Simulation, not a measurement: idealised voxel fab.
A process module follows: voxel gate over fins.
Cross-section cut spans 275 nm and uses square cells 5 nm in size.
We lay out every cross-section as a grid of square cells and spell it out in bands from the top down, where one band means one or more rows of cells.
Heads up on the band format: heights come first, top then bottom, in nm. After that it's the materials left to right, each with its width in nm. A single material flagged "everywhere" fills the whole band edge to edge, and "blank" means there's empty space there.
For the purposes of this specification, 0 denotes the height below which the wafer in its as-received condition is composed wholly of one material, and the lowermost band, lacking a lower limit, extends downward without end, as expressed in "from 0 down".
A width given as "30..40" starts at the first number in the band's top row and ends at the second number in its bottom row, shifting by an equal amount at every step from row to row.
For the purposes of this document, the phrase "remained unchanged" attached to a step denotes that no cell within the cross-section was modified by that step.
If an empty space has no open way to the top and is at least 8 cells in size, "Sealed-off cavities" lists it, written width x height at distance, where distance is measured from the left edge and every value is in nm.
Where a step's line continues beyond its settings, the continuation is a remark by the simulator itself on that step.
You can add "overlay nm" to a step's line. For a step with a mask, it describes how far the mask lay to the right of its planned position, and a negative number describes a lay to the left.
Structure of the following material. The material consists of pairs of cross-sections. Each pair comprises the cross-section before one process step and the cross-section after that step, the latter shown only down to the lowest band that changed. The step between the cross-sections is specified beneath each pair, including its settings. Pairs are not necessarily consecutive: they may derive from different runs of this module performed on the same starting wafer. Continuity with the pair above is to be assumed only where the entry headed "Pre-step view" of the pair in question states it.
# Pre-step view
- from 0 down  Si everywhere
- Sealed-off cavities: none
# Sectional Result
- from 10 to 0  SiN everywhere
- below 0: unchanged
- Sealed-off cavities: none
Quick note on the step between the two cross-sections above: CONFORMAL_DEP [material SiN] [thk nm 10]
Pre-step view: the cross-section after the pair above
# Sectional Result
- from 25 to 10  aC everywhere
- below 10: unchanged
- Sealed-off cavities: none
Quick note on the step between the two cross-sections above: DIRECTIONAL_DEP [material aC] [thk nm 15]
Pre-step view: the cross-section after the pair above
# Sectional Result
- from 60 to 25  105 blank, then 15 resist, then 35 blank, then 15 resist, then 105 blank
- below 25: unchanged
- Sealed-off cavities: none
Quick note on the step between the two cross-sections above: PATTERN [tone cover] [mask id FINS] [material resist] [width nm 15] [pitch nm 50] [thk nm 35] [overlay nm 0]
Pre-step view: the cross-section after the pair above
# Sectional Result
- from 45 to 25  105 blank, then 15 resist, then 35 blank, then 15 resist, then 105 blank
- from 25 to 10  105 blank, then 15 aC, then 35 blank, then 15 aC, then 105 blank
- below 10: unchanged
- Sealed-off cavities: none
Quick note on the step between the two cross-sections above: DIRECTIONAL_ETCH [etch materials aC] [depth nm 15]
Pre-step view: the cross-section after the pair above
# Sectional Result
- from 25 to 10  105 blank, then 15 aC, then 35 blank, then 15 aC, then 105 blank
- below 10: unchanged
- Sealed-off cavities: none
Quick note on the step between the two cross-sections above: STRIP [etch materials resist]
Pre-step view: the cross-section after the pair above
# Sectional Result
- from 25 to 10  105 blank, then 15 aC, then 35 blank, then 15 aC, then 105 blank
- from 10 to 0  105 blank, then 15 SiN, then 35 blank, then 15 SiN, then 105 blank
- below 0: unchanged
- Sealed-off cavities: none
Quick note on the step between the two cross-sections above: DIRECTIONAL_ETCH [etch materials SiN] [depth nm 10]
Pre-step view: the cross-section after the pair above
# Sectional Result
- from 25 to 10  105 blank, then 15 aC, then 35 blank, then 15 aC, then 105 blank
- from 10 to 0  105 blank, then 15 SiN, then 35 blank, then 15 SiN, then 105 blank
- from 0 to -40  105 blank, then 15 Si, then 35 blank, then 15 Si, then 105 blank
- below -40: unchanged
- Sealed-off cavities: none
Quick note on the step between the two cross-sections above: DIRECTIONAL_ETCH [etch materials Si] [depth nm 40]
Pre-step view: the cross-section after the pair above
# Sectional Result
- from 10 to 0  105 blank, then 15 SiN, then 35 blank, then 15 SiN, then 105 blank
- below 0: unchanged
- Sealed-off cavities: none
Quick note on the step between the two cross-sections above: STRIP [etch materials aC]
Pre-step view: the cross-section after the pair above
# Sectional Result
- from 10 to 0  105 blank, then 15 SiN, then 35 blank, then 15 SiN, then 105 blank
- from 0 to -40  105 blank, then 5 SiO2, then 5 Si, then 5 SiO2, then 35 blank, then 5 SiO2, then 5 Si, then 5 SiO2, then 105 blank
- from -40 to -45  110 SiO2, then 5 Si, then 45 SiO2, then 5 Si, then 110 SiO2
- below -45: unchanged
- Sealed-off cavities: none
Quick note on the step between the two cross-sections above: OXIDIZE [depth nm 5]
Pre-step view: the cross-section after the pair above
# Sectional Result
- from 25 to 10  SiO2 everywhere
- from 10 to 0  105 SiO2, then 15 SiN, then 35 SiO2, then 15 SiN, then 105 SiO2
- from 0 to -45  110 SiO2, then 5 Si, then 45 SiO2, then 5 Si, then 110 SiO2
- below -45: unchanged
- Sealed-off cavities: none
Quick note on the step between the two cross-sections above: FILL_DEP [material SiO2] [thk nm 15]
Pre-step view: the cross-section after the pair above
# Sectional Result
- from 10 to 0  105 SiO2, then 15 SiN, then 35 SiO2, then 15 SiN, then 105 SiO2
- below 0: unchanged
- Sealed-off cavities: none
Quick note on the step between the two cross-sections above: CMP [height nm 10]
Pre-step view: the cross-section after the pair above
# Sectional Result
- from 10 to 0  105 SiO2, then 15 SiN, then 10 SiO2, then 15 blank, then 10 SiO2, then 15 SiN, then 105 SiO2
- from 0 to -35  110 SiO2, then 5 Si, then 15 SiO2, then 15 blank, then 15 SiO2, then 5 Si, then 110 SiO2
- below -35: unchanged
- Sealed-off cavities: none
Quick note on the step between the two cross-sections above: MASKED_ETCH [tone open] [mask id RAIL] [width nm 15] [etch materials SiO2] [depth nm 45] [overlay nm 0]
Pre-step view: the cross-section after the pair above
# Sectional Result
- from 15 to 10  135 TiN, then 5 blank, then 135 TiN
- from 10 to 0  105 SiO2, then 15 SiN, then 10 SiO2, then 5 TiN, then 5 blank, then 5 TiN, then 10 SiO2, then 15 SiN, then 105 SiO2
- from 0 to -30  110 SiO2, then 5 Si, then 15 SiO2, then 5 TiN, then 5 blank, then 5 TiN, then 15 SiO2, then 5 Si, then 110 SiO2
- from -30 to -35  110 SiO2, then 5 Si, then 15 SiO2, then 15 TiN, then 15 SiO2, then 5 Si, then 110 SiO2
- below -35: unchanged
- Sealed-off cavities: none
Quick note on the step between the two cross-sections above: CONFORMAL_DEP [material TiN] [thk nm 5]
Pre-step view: the cross-section after the pair above
# Sectional Result
- from 25 to 15  W everywhere
- from 15 to 10  135 TiN, then 5 W, then 135 TiN
- from 10 to 0  105 SiO2, then 15 SiN, then 10 SiO2, then 5 TiN, then 5 W, then 5 TiN, then 10 SiO2, then 15 SiN, then 105 SiO2
- from 0 to -30  110 SiO2, then 5 Si, then 15 SiO2, then 5 TiN, then 5 W, then 5 TiN, then 15 SiO2, then 5 Si, then 110 SiO2
- below -30: unchanged
- Sealed-off cavities: none
Quick note on the step between the two cross-sections above: FILL_DEP [material W] [thk nm 10]
Pre-step view: the cross-section after the pair above
# Sectional Result
- from 10 to 0  105 SiO2, then 15 SiN, then 10 SiO2, then 5 TiN, then 5 W, then 5 TiN, then 10 SiO2, then 15 SiN, then 105 SiO2
- below 0: unchanged
- Sealed-off cavities: none
Quick note on the step between the two cross-sections above: CMP [height nm 10]
Pre-step view: the cross-section after the pair above
# Sectional Result
- from 10 to 0  105 SiO2, then 15 SiN, then 10 SiO2, then 15 blank, then 10 SiO2, then 15 SiN, then 105 SiO2
- from 0 to -20  110 SiO2, then 5 Si, then 15 SiO2, then 15 blank, then 15 SiO2, then 5 Si, then 110 SiO2
- below -20: unchanged
- Sealed-off cavities: none
Quick note on the step between the two cross-sections above: SELECTIVE_ETCH [etch materials W Ru TiN] [depth nm 30]
Pre-step view: the cross-section after the pair above
# Sectional Result
- from 15 to 10  SiO2 everywhere
- from 10 to 0  105 SiO2, then 15 SiN, then 35 SiO2, then 15 SiN, then 105 SiO2
- from 0 to -20  110 SiO2, then 5 Si, then 45 SiO2, then 5 Si, then 110 SiO2
- below -20: unchanged
- Sealed-off cavities: none
Quick note on the step between the two cross-sections above: FILL_DEP [material SiO2] [thk nm 5]
Pre-step view: the cross-section after the pair above
# Sectional Result
- from 10 to 0  105 SiO2, then 15 SiN, then 35 SiO2, then 15 SiN, then 105 SiO2
- below 0: unchanged
- Sealed-off cavities: none
Quick note on the step between the two cross-sections above: CMP [height nm 10]
Pre-step view: the cross-section after the pair above
# Sectional Result
- from 10 to 0  105 blank, then 15 SiN, then 35 blank, then 15 SiN, then 105 blank
- from 0 to -10  110 blank, then 5 Si, then 45 blank, then 5 Si, then 110 blank
- below -10: unchanged
- Sealed-off cavities: none
Quick note on the step between the two cross-sections above: SELECTIVE_ETCH [etch materials SiO2] [depth nm 20]
Pre-step view: the cross-section after the pair above
# Sectional Result
- from 0 to -10  110 blank, then 5 Si, then 45 blank, then 5 Si, then 110 blank
- below -10: unchanged
- Sealed-off cavities: none
Quick note on the step between the two cross-sections above: STRIP [etch materials SiN]
Pre-step view: the cross-section after the pair above
# Sectional Result
- from 5 to 0  105 blank, then 15 HfO2, then 35 blank, then 15 HfO2, then 105 blank
- from 0 to -5  105 blank, then 5 HfO2, then 5 Si, then 5 HfO2, then 35 blank, then 5 HfO2, then 5 Si, then 5 HfO2, then 105 blank
- from -5 to -10  110 HfO2, then 5 Si, then 45 HfO2, then 5 Si, then 110 HfO2
- below -10: unchanged
- Sealed-off cavities: none
Quick note on the step between the two cross-sections above: CONFORMAL_DEP [material HfO2] [thk nm 5]
Pre-step view: the cross-section after the pair above
# Sectional Result
- from 10 to 5  100 blank, then 25 TiN, then 25 blank, then 25 TiN, then 100 blank
- from 5 to 0  100 blank, then 5 TiN, then 15 HfO2, then 5 TiN, then 25 blank, then 5 TiN, then 15 HfO2, then 5 TiN, then 100 blank
- from 0 to -5  105 TiN, then 5 HfO2, then 5 Si, then 5 HfO2, then 35 TiN, then 5 HfO2, then 5 Si, then 5 HfO2, then 105 TiN
- below -5: unchanged
- Sealed-off cavities: none
Quick note on the step between the two cross-sections above: CONFORMAL_DEP [material TiN] [thk nm 5]
Pre-step view: the cross-section after the pair above
# Sectional Result
- from 15 to 10  95 blank, then 35 TiAl, then 15 blank, then 35 TiAl, then 95 blank
- from 10 to 5  95 blank, then 5 TiAl, then 25 TiN, then 5 TiAl, then 15 blank, then 5 TiAl, then 25 TiN, then 5 TiAl, then 95 blank
- from 5 to 0  100 TiAl, then 5 TiN, then 15 HfO2, then 5 TiN, then 25 TiAl, then 5 TiN, then 15 HfO2, then 5 TiN, then 100 TiAl
- below 0: unchanged
- Sealed-off cavities: none
Quick note on the step between the two cross-sections above: CONFORMAL_DEP [material TiAl] [thk nm 5]
Pre-step view: the cross-section after the pair above
# Sectional Result
- from 20 to 15  90 blank, then 45 TiN, then 5 blank, then 45 TiN, then 90 blank
- from 15 to 10  90 blank, then 5 TiN, then 35 TiAl, then 5 TiN, then 5 blank, then 5 TiN, then 35 TiAl, then 5 TiN, then 90 blank
- from 10 to 5  95 TiN, then 5 TiAl, then 25 TiN, then 5 TiAl, then 15 TiN, then 5 TiAl, then 25 TiN, then 5 TiAl, then 95 TiN
- below 5: unchanged
- Sealed-off cavities: none
Quick note on the step between the two cross-sections above: CONFORMAL_DEP [material TiN] [thk nm 5]
Pre-step view: the cross-section after the pair above
# Sectional Result
- from 35 to 20  W everywhere
- from 20 to 15  90 W, then 45 TiN, then 5 W, then 45 TiN, then 90 W
- from 15 to 10  90 W, then 5 TiN, then 35 TiAl, then 5 TiN, then 5 W, then 5 TiN, then 35 TiAl, then 5 TiN, then 90 W
- below 10: unchanged
- Sealed-off cavities: none
Quick note on the step between the two cross-sections above: FILL_DEP [material W] [thk nm 15]
Pre-step view: the cross-section after the pair above
# Sectional Result
- from 30 to 20  W everywhere
- below 20: unchanged
- Sealed-off cavities: none
Quick note on the step between the two cross-sections above: CMP [height nm 30]
Pre-step view: the cross-section after the pair above
# Sectional Result
- from 40 to 30  SiCN everywhere
- below 30: unchanged
- Sealed-off cavities: none
Quick note on the step between the two cross-sections above: CONFORMAL_DEP [material SiCN] [thk nm 10]
# Pre-step view
- from 0 to -10  110 blank, then 5 Si, then 45 blank, then 5 Si, then 110 blank
- from -10 to -20  110 SiO2, then 5 Si, then 45 SiO2, then 5 Si, then 110 SiO2
- from -20 to -30  110 SiO2, then 5 Si, then 15 SiO2, then 5 TiN, then 5 W, then 5 TiN, then 15 SiO2, then 5 Si, then 110 SiO2
- from -30 to -35  110 SiO2, then 5 Si, then 15 SiO2, then 15 TiN, then 15 SiO2, then 5 Si, then 110 SiO2
- from -35 to -45  110 SiO2, then 5 Si, then 45 SiO2, then 5 Si, then 110 SiO2
- from -45 down  Si everywhere
- Sealed-off cavities: none
# Sectional Result
- from 5 to 0  105 blank, then 15 TiN, then 35 blank, then 15 TiN, then 105 blank
- from 0 to -5  105 blank, then 5 TiN, then 5 Si, then 5 TiN, then 35 blank, then 5 TiN, then 5 Si, then 5 TiN, then 105 blank
- from -5 to -10  110 TiN, then 5 Si, then 45 TiN, then 5 Si, then 110 TiN
- below -10: unchanged
- Sealed-off cavities: none
Quick note on the step between the two cross-sections above: CONFORMAL_DEP [material TiN] [thk nm 5]
Pre-step view: the cross-section after the pair above
# Sectional Result
- from 10 to 5  100 blank, then 25 TiAl, then 25 blank, then 25 TiAl, then 100 blank
- from 5 to 0  100 blank, then 5 TiAl, then 15 TiN, then 5 TiAl, then 25 blank, then 5 TiAl, then 15 TiN, then 5 TiAl, then 100 blank
- from 0 to -5  105 TiAl, then 5 TiN, then 5 Si, then 5 TiN, then 35 TiAl, then 5 TiN, then 5 Si, then 5 TiN, then 105 TiAl
- below -5: unchanged
- Sealed-off cavities: none
Quick note on the step between the two cross-sections above: CONFORMAL_DEP [material TiAl] [thk nm 5]
Pre-step view: the cross-section after the pair above
# Sectional Result
- from 15 to 10  95 blank, then 35 TiN, then 15 blank, then 35 TiN, then 95 blank
- from 10 to 5  95 blank, then 5 TiN, then 25 TiAl, then 5 TiN, then 15 blank, then 5 TiN, then 25 TiAl, then 5 TiN, then 95 blank
- from 5 to 0  100 TiN, then 5 TiAl, then 15 TiN, then 5 TiAl, then 25 TiN, then 5 TiAl, then 15 TiN, then 5 TiAl, then 100 TiN
- below 0: unchanged
- Sealed-off cavities: none
Quick note on the step between the two cross-sections above: CONFORMAL_DEP [material TiN] [thk nm 5]
Pre-step view: the cross-section after the pair above
# Sectional Result
- from 30 to 15  W everywhere
- from 15 to 10  95 W, then 35 TiN, then 15 W, then 35 TiN, then 95 W
- from 10 to 5  95 W, then 5 TiN, then 25 TiAl, then 5 TiN, then 15 W, then 5 TiN, then 25 TiAl, then 5 TiN, then 95 W
- below 5: unchanged
- Sealed-off cavities: none
Quick note on the step between the two cross-sections above: FILL_DEP [material W] [thk nm 15]
Pre-step view: the cross-section after the pair above
# Sectional Result
- from 40 to 30  SiCN everywhere
- below 30: unchanged
- Sealed-off cavities: none
Quick note on the step between the two cross-sections above: CONFORMAL_DEP [material SiCN] [thk nm 10]
# Pre-step view
- from 10 to 0  105 blank, then 15 SiN, then 35 blank, then 15 SiN, then 105 blank
- from 0 to -10  110 blank, then 5 Si, then 45 blank, then 5 Si, then 110 blank
- from -10 to -20  110 SiO2, then 5 Si, then 45 SiO2, then 5 Si, then 110 SiO2
- from -20 to -30  110 SiO2, then 5 Si, then 15 SiO2, then 5 TiN, then 5 W, then 5 TiN, then 15 SiO2, then 5 Si, then 110 SiO2
- from -30 to -35  110 SiO2, then 5 Si, then 15 SiO2, then 15 TiN, then 15 SiO2, then 5 Si, then 110 SiO2
- from -35 to -45  110 SiO2, then 5 Si, then 45 SiO2, then 5 Si, then 110 SiO2
- from -45 down  Si everywhere
- Sealed-off cavities: none
# Sectional Result
- from 10 to 0  105 blank, then 15 SiN, then 35 blank, then 15 SiN, then 105 blank
- from 0 to -20  110 blank, then 5 Si, then 45 blank, then 5 Si, then 110 blank
- from -20 to -30  110 blank, then 5 Si, then 15 blank, then 5 TiN, then 5 W, then 5 TiN, then 15 blank, then 5 Si, then 110 blank
- below -30: unchanged
- Sealed-off cavities: none
Quick note on the step between the two cross-sections above: SELECTIVE_ETCH [etch materials SiO2] [depth nm 20]
Pre-step view: the cross-section after the pair above
# Sectional Result
- from 0 to -20  110 blank, then 5 Si, then 45 blank, then 5 Si, then 110 blank
- below -20: unchanged
- Sealed-off cavities: none
Quick note on the step between the two cross-sections above: STRIP [etch materials SiN]
Pre-step view: the cross-section after the pair above
# Sectional Result
- from 5 to 0  105 blank, then 15 HfO2, then 35 blank, then 15 HfO2, then 105 blank
- from 0 to -15  105 blank, then 5 HfO2, then 5 Si, then 5 HfO2, then 35 blank, then 5 HfO2, then 5 Si, then 5 HfO2, then 105 blank
- from -15 to -20  105 blank, then 5 HfO2, then 5 Si, then 5 HfO2, then 5 blank, then 25 HfO2, then 5 blank, then 5 HfO2, then 5 Si, then 5 HfO2, then 105 blank
- from -20 to -25  105 blank, then 5 HfO2, then 5 Si, then 5 HfO2, then 5 blank, then 5 HfO2, then 5 TiN, then 5 W, then 5 TiN, then 5 HfO2, then 5 blank, then 5 HfO2, then 5 Si, then 5 HfO2, then 105 blank
- from -25 to -30  110 HfO2, then 5 Si, then 15 HfO2, then 5 TiN, then 5 W, then 5 TiN, then 15 HfO2, then 5 Si, then 110 HfO2
- below -30: unchanged
- Sealed-off cavities: none
Quick note on the step between the two cross-sections above: CONFORMAL_DEP [material HfO2] [thk nm 5]
Pre-step view: the cross-section after the pair above
# Sectional Result
- from 10 to 5  100 blank, then 25 TiN, then 25 blank, then 25 TiN, then 100 blank
- from 5 to 0  100 blank, then 5 TiN, then 15 HfO2, then 5 TiN, then 25 blank, then 5 TiN, then 15 HfO2, then 5 TiN, then 100 blank
- from 0 to -10  100 blank, then 5 TiN, then 5 HfO2, then 5 Si, then 5 HfO2, then 5 TiN, then 25 blank, then 5 TiN, then 5 HfO2, then 5 Si, then 5 HfO2, then 5 TiN, then 100 blank
- from -10 to -15  100 blank, then 5 TiN, then 5 HfO2, then 5 Si, then 5 HfO2, then 35 TiN, then 5 HfO2, then 5 Si, then 5 HfO2, then 5 TiN, then 100 blank
- from -15 to -20  100 blank, then 5 TiN, then 5 HfO2, then 5 Si, then 5 HfO2, then 5 TiN, then 25 HfO2, then 5 TiN, then 5 HfO2, then 5 Si, then 5 HfO2, then 5 TiN, then 100 blank
- from -20 to -25  105 TiN, then 5 HfO2, then 5 Si, then 5 HfO2, then 5 TiN, then 5 HfO2, then 5 TiN, then 5 W, then 5 TiN, then 5 HfO2, then 5 TiN, then 5 HfO2, then 5 Si, then 5 HfO2, then 105 TiN
- below -25: unchanged
- Sealed-off cavities: none
Quick note on the step between the two cross-sections above: CONFORMAL_DEP [material TiN] [thk nm 5]
Pre-step view: the cross-section after the pair above
# Sectional Result
- from 15 to 10  95 blank, then 35 TiAl, then 15 blank, then 35 TiAl, then 95 blank
- from 10 to 5  95 blank, then 5 TiAl, then 25 TiN, then 5 TiAl, then 15 blank, then 5 TiAl, then 25 TiN, then 5 TiAl, then 95 blank
- from 5 to 0  95 blank, then 5 TiAl, then 5 TiN, then 15 HfO2, then 5 TiN, then 5 TiAl, then 15 blank, then 5 TiAl, then 5 TiN, then 15 HfO2, then 5 TiN, then 5 TiAl, then 95 blank
- from 0 to -5  95 blank, then 5 TiAl, then 5 TiN, then 5 HfO2, then 5 Si, then 5 HfO2, then 5 TiN, then 5 TiAl, then 15 blank, then 5 TiAl, then 5 TiN, then 5 HfO2, then 5 Si, then 5 HfO2, then 5 TiN, then 5 TiAl, then 95 blank
- from -5 to -10  95 blank, then 5 TiAl, then 5 TiN, then 5 HfO2, then 5 Si, then 5 HfO2, then 5 TiN, then 25 TiAl, then 5 TiN, then 5 HfO2, then 5 Si, then 5 HfO2, then 5 TiN, then 5 TiAl, then 95 blank
- from -10 to -15  95 blank, then 5 TiAl, then 5 TiN, then 5 HfO2, then 5 Si, then 5 HfO2, then 35 TiN, then 5 HfO2, then 5 Si, then 5 HfO2, then 5 TiN, then 5 TiAl, then 95 blank
- from -15 to -20  100 TiAl, then 5 TiN, then 5 HfO2, then 5 Si, then 5 HfO2, then 5 TiN, then 25 HfO2, then 5 TiN, then 5 HfO2, then 5 Si, then 5 HfO2, then 5 TiN, then 100 TiAl
- below -20: unchanged
- Sealed-off cavities: none
Quick note on the step between the two cross-sections above: CONFORMAL_DEP [material TiAl] [thk nm 5]
Pre-step view: the cross-section after the pair above
# Sectional Result
- from 20 to 15  90 blank, then 45 TiN, then 5 blank, then 45 TiN, then 90 blank
- from 15 to 10  90 blank, then 5 TiN, then 35 TiAl, then 5 TiN, then 5 blank, then 5 TiN, then 35 TiAl, then 5 TiN, then 90 blank
- from 10 to 5  90 blank, then 5 TiN, then 5 TiAl, then 25 TiN, then 5 TiAl, then 5 TiN, then 5 blank, then 5 TiN, then 5 TiAl, then 25 TiN, then 5 TiAl, then 5 TiN, then 90 blank
- from 5 to 0  90 blank, then 5 TiN, then 5 TiAl, then 5 TiN, then 15 HfO2, then 5 TiN, then 5 TiAl, then 5 TiN, then 5 blank, then 5 TiN, then 5 TiAl, then 5 TiN, then 15 HfO2, then 5 TiN, then 5 TiAl, then 5 TiN, then 90 blank
- from 0 to -5  90 blank, then 5 TiN, then 5 TiAl, then 5 TiN, then 5 HfO2, then 5 Si, then 5 HfO2, then 5 TiN, then 5 TiAl, then 15 TiN, then 5 TiAl, then 5 TiN, then 5 HfO2, then 5 Si, then 5 HfO2, then 5 TiN, then 5 TiAl, then 5 TiN, then 90 blank
- from -5 to -10  90 blank, then 5 TiN, then 5 TiAl, then 5 TiN, then 5 HfO2, then 5 Si, then 5 HfO2, then 5 TiN, then 25 TiAl, then 5 TiN, then 5 HfO2, then 5 Si, then 5 HfO2, then 5 TiN, then 5 TiAl, then 5 TiN, then 90 blank
- from -10 to -15  95 TiN, then 5 TiAl, then 5 TiN, then 5 HfO2, then 5 Si, then 5 HfO2, then 35 TiN, then 5 HfO2, then 5 Si, then 5 HfO2, then 5 TiN, then 5 TiAl, then 95 TiN
- below -15: unchanged
- Sealed-off cavities: none
Quick note on the step between the two cross-sections above: CONFORMAL_DEP [material TiN] [thk nm 5]
Pre-step view: the cross-section after the pair above
# Sectional Result
- from 35 to 20  W everywhere
- from 20 to 15  90 W, then 45 TiN, then 5 W, then 45 TiN, then 90 W
- from 15 to 10  90 W, then 5 TiN, then 35 TiAl, then 5 TiN, then 5 W, then 5 TiN, then 35 TiAl, then 5 TiN, then 90 W
- from 10 to 5  90 W, then 5 TiN, then 5 TiAl, then 25 TiN, then 5 TiAl, then 5 TiN, then 5 W, then 5 TiN, then 5 TiAl, then 25 TiN, then 5 TiAl, then 5 TiN, then 90 W
- from 5 to 0  90 W, then 5 TiN, then 5 TiAl, then 5 TiN, then 15 HfO2, then 5 TiN, then 5 TiAl, then 5 TiN, then 5 W, then 5 TiN, then 5 TiAl, then 5 TiN, then 15 HfO2, then 5 TiN, then 5 TiAl, then 5 TiN, then 90 W
- from 0 to -5  90 W, then 5 TiN, then 5 TiAl, then 5 TiN, then 5 HfO2, then 5 Si, then 5 HfO2, then 5 TiN, then 5 TiAl, then 15 TiN, then 5 TiAl, then 5 TiN, then 5 HfO2, then 5 Si, then 5 HfO2, then 5 TiN, then 5 TiAl, then 5 TiN, then 90 W
- from -5 to -10  90 W, then 5 TiN, then 5 TiAl, then 5 TiN, then 5 HfO2, then 5 Si, then 5 HfO2, then 5 TiN, then 25 TiAl, then 5 TiN, then 5 HfO2, then 5 Si, then 5 HfO2, then 5 TiN, then 5 TiAl, then 5 TiN, then 90 W
- below -10: unchanged
- Sealed-off cavities: none
Quick note on the step between the two cross-sections above: FILL_DEP [material W] [thk nm 15]
Pre-step view: the cross-section after the pair above
# Sectional Result
- from 30 to 20  W everywhere
- below 20: unchanged
- Sealed-off cavities: none
Quick note on the step between the two cross-sections above: CMP [height nm 30]
Pre-step view: the cross-section after the pair above
# Sectional Result
- from 40 to 30  SiCN everywhere
- below 30: unchanged
- Sealed-off cavities: none
Quick note on the step between the two cross-sections above: CONFORMAL_DEP [material SiCN] [thk nm 10]
# Pre-step view
- from 10 to 0  105 SiO2, then 15 SiN, then 35 SiO2, then 15 SiN, then 105 SiO2
- from 0 to -20  110 SiO2, then 5 Si, then 45 SiO2, then 5 Si, then 110 SiO2
- from -20 to -30  110 SiO2, then 5 Si, then 15 SiO2, then 5 TiN, then 5 W, then 5 TiN, then 15 SiO2, then 5 Si, then 110 SiO2
- from -30 to -35  110 SiO2, then 5 Si, then 15 SiO2, then 15 TiN, then 15 SiO2, then 5 Si, then 110 SiO2
- from -35 to -45  110 SiO2, then 5 Si, then 45 SiO2, then 5 Si, then 110 SiO2
- from -45 down  Si everywhere
- Sealed-off cavities: none
# Sectional Result
- from 10 to 0  105 SiO2, then 15 blank, then 35 SiO2, then 15 blank, then 105 SiO2
- below 0: unchanged
- Sealed-off cavities: none
Quick note on the step between the two cross-sections above: STRIP [etch materials SiN]
Pre-step view: the cross-section after the pair above
# Sectional Result
- from 0 to -10  110 blank, then 5 Si, then 45 blank, then 5 Si, then 110 blank
- from -10 to -20  85 SiO2, then 25 blank, then 5 Si, then 45 blank, then 5 Si, then 25 blank, then 85 SiO2
- below -20: unchanged
- Sealed-off cavities: none
Quick note on the step between the two cross-sections above: SELECTIVE_ETCH [etch materials SiO2] [depth nm 20]
Pre-step view: the cross-section after the pair above
# Sectional Result
- from 5 to 0  105 blank, then 15 HfO2, then 35 blank, then 15 HfO2, then 105 blank
- from 0 to -5  105 blank, then 5 HfO2, then 5 Si, then 5 HfO2, then 35 blank, then 5 HfO2, then 5 Si, then 5 HfO2, then 105 blank
- from -5 to -10  90 HfO2, then 15 blank, then 5 HfO2, then 5 Si, then 5 HfO2, then 35 blank, then 5 HfO2, then 5 Si, then 5 HfO2, then 15 blank, then 90 HfO2
- from -10 to -15  85 SiO2, then 5 HfO2, then 15 blank, then 5 HfO2, then 5 Si, then 5 HfO2, then 35 blank, then 5 HfO2, then 5 Si, then 5 HfO2, then 15 blank, then 5 HfO2, then 85 SiO2
- from -15 to -20  85 SiO2, then 25 HfO2, then 5 Si, then 45 HfO2, then 5 Si, then 25 HfO2, then 85 SiO2
- below -20: unchanged
- Sealed-off cavities: none
Quick note on the step between the two cross-sections above: CONFORMAL_DEP [material HfO2] [thk nm 5]
Pre-step view: the cross-section after the pair above
# Sectional Result
- from 10 to 5  100 blank, then 25 TiN, then 25 blank, then 25 TiN, then 100 blank
- from 5 to 0  100 blank, then 5 TiN, then 15 HfO2, then 5 TiN, then 25 blank, then 5 TiN, then 15 HfO2, then 5 TiN, then 100 blank
- from 0 to -5  95 TiN, then 5 blank, then 5 TiN, then 5 HfO2, then 5 Si, then 5 HfO2, then 5 TiN, then 25 blank, then 5 TiN, then 5 HfO2, then 5 Si, then 5 HfO2, then 5 TiN, then 5 blank, then 95 TiN
- from -5 to -10  90 HfO2, then 5 TiN, then 5 blank, then 5 TiN, then 5 HfO2, then 5 Si, then 5 HfO2, then 5 TiN, then 25 blank, then 5 TiN, then 5 HfO2, then 5 Si, then 5 HfO2, then 5 TiN, then 5 blank, then 5 TiN, then 90 HfO2
- from -10 to -15  85 SiO2, then 5 HfO2, then 15 TiN, then 5 HfO2, then 5 Si, then 5 HfO2, then 35 TiN, then 5 HfO2, then 5 Si, then 5 HfO2, then 15 TiN, then 5 HfO2, then 85 SiO2
- below -15: unchanged
- Sealed-off cavities: none
Quick note on the step between the two cross-sections above: CONFORMAL_DEP [material TiN] [thk nm 5]
Pre-step view: the cross-section after the pair above
# Sectional Result
- from 15 to 10  95 blank, then 35 TiAl, then 15 blank, then 35 TiAl, then 95 blank
- from 10 to 5  95 blank, then 5 TiAl, then 25 TiN, then 5 TiAl, then 15 blank, then 5 TiAl, then 25 TiN, then 5 TiAl, then 95 blank
- from 5 to 0  100 TiAl, then 5 TiN, then 15 HfO2, then 5 TiN, then 5 TiAl, then 15 blank, then 5 TiAl, then 5 TiN, then 15 HfO2, then 5 TiN, then 100 TiAl
- from 0 to -5  95 TiN, then 5 TiAl, then 5 TiN, then 5 HfO2, then 5 Si, then 5 HfO2, then 5 TiN, then 5 TiAl, then 15 blank, then 5 TiAl, then 5 TiN, then 5 HfO2, then 5 Si, then 5 HfO2, then 5 TiN, then 5 TiAl, then 95 TiN
- from -5 to -10  90 HfO2, then 5 TiN, then 5 TiAl, then 5 TiN, then 5 HfO2, then 5 Si, then 5 HfO2, then 5 TiN, then 25 TiAl, then 5 TiN, then 5 HfO2, then 5 Si, then 5 HfO2, then 5 TiN, then 5 TiAl, then 5 TiN, then 90 HfO2
- below -10: unchanged
- Sealed-off cavities: none
Quick note on the step between the two cross-sections above: CONFORMAL_DEP [material TiAl] [thk nm 5]
Pre-step view: the cross-section after the pair above
# Sectional Result
- from 20 to 15  90 blank, then 45 TiN, then 5 blank, then 45 TiN, then 90 blank
- from 15 to 10  90 blank, then 5 TiN, then 35 TiAl, then 5 TiN, then 5 blank, then 5 TiN, then 35 TiAl, then 5 TiN, then 90 blank
- from 10 to 5  95 TiN, then 5 TiAl, then 25 TiN, then 5 TiAl, then 5 TiN, then 5 blank, then 5 TiN, then 5 TiAl, then 25 TiN, then 5 TiAl, then 95 TiN
- from 5 to 0  100 TiAl, then 5 TiN, then 15 HfO2, then 5 TiN, then 5 TiAl, then 5 TiN, then 5 blank, then 5 TiN, then 5 TiAl, then 5 TiN, then 15 HfO2, then 5 TiN, then 100 TiAl
- from 0 to -5  95 TiN, then 5 TiAl, then 5 TiN, then 5 HfO2, then 5 Si, then 5 HfO2, then 5 TiN, then 5 TiAl, then 15 TiN, then 5 TiAl, then 5 TiN, then 5 HfO2, then 5 Si, then 5 HfO2, then 5 TiN, then 5 TiAl, then 95 TiN
- below -5: unchanged
- Sealed-off cavities: none
Quick note on the step between the two cross-sections above: CONFORMAL_DEP [material TiN] [thk nm 5]
